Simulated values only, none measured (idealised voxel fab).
This is a process module. Its name is voxel quadruple lines.
We display cut, a cross-section 290 nm in width whose square cells are each 5 nm.
In what follows, cross-sections appear as grids of square cells, described through bands that run from the top down, where every band is one or more rows of cells. The entry gives the band's vertical extent as a top height and a bottom height in nm, then its horizontal make-up as materials from left to right, each with a width in nm. "air" stands for empty space; a single material marked "all across" fills the band edge to edge. Heads up on the height convention: 0 is the point under which the incoming wafer is all one material, and the lowest band has no bottom, it just keeps going down, like "0 down". The notation "30->40" denotes a width that varies across the rows of cells in the band, beginning at the first number in the top row, finishing at the second number in the bottom row, and changing by an identical amount from each row to the next. "no modifications", as given for a step, is the statement that not any cell of the cross-section underwent a change during that step. In the "Fully enclosed voids" entry, you get each enclosed empty space of 8 cells or more, one with no open way to the top, written width x height at distance, distance from the left edge, in nm. Past the settings on a step's line: simulator remark, on that step. Steps that use a mask can have "overlay nm" on their line. It says how far the mask sat to the right of where it was meant to be. Negative means to the left.
Planned step list for the process
1 RECEIVE with material Si
2 CONFORMAL_DEP with material Al2O3, thk nm 5
3 DIRECTIONAL_DEP with material W, thk nm 10
4 DIRECTIONAL_DEP with material polySi, thk nm 15
5 DIRECTIONAL_DEP with material aC, thk nm 20
6 PATTERN with tone cover, mask id MANDREL, material resist, width nm 35, pitch nm 100, thk nm 30, overlay nm 0
7 DIRECTIONAL_ETCH with etch materials aC, depth nm 20
8 STRIP with etch materials resist
9 CONFORMAL_DEP with material SiO2, thk nm 5
10 DIRECTIONAL_ETCH with etch materials SiO2, depth nm 15
11 STRIP with etch materials aC
12 DIRECTIONAL_ETCH with etch materials polySi, depth nm 15
13 STRIP with etch materials SiO2
14 CONFORMAL_DEP with material SiCN, thk nm 10
15 DIRECTIONAL_ETCH with etch materials SiCN, depth nm 10
16 STRIP with etch materials polySi
17 DIRECTIONAL_ETCH with etch materials W, depth nm 10
18 STRIP with etch materials SiCN
19 FILL_DEP with material SiO2, thk nm 5
20 CMP with height nm 15
The wafers in this document start out alike and differ in the thk nm applied at step 9; the plan shows the value used for the first wafer.
Cross-section: the first of several wafers in its as-received state, i.e. following step 1
> 0 down  Si all across
> Fully enclosed voids: none
Where each wafer stands at the end of the module, a row apiece: cells of each material gained (+) or lost (-) since it was received, then closed voids
thk nm 5, +58 Al2O3, +84 SiO2, +32 W, Fully enclosed voids: none
thk nm 10, +58 Al2O3, +84 SiO2, +32 W, Fully enclosed voids: none
thk nm 15, +58 Al2O3, +84 SiO2, +32 W, Fully enclosed voids: none
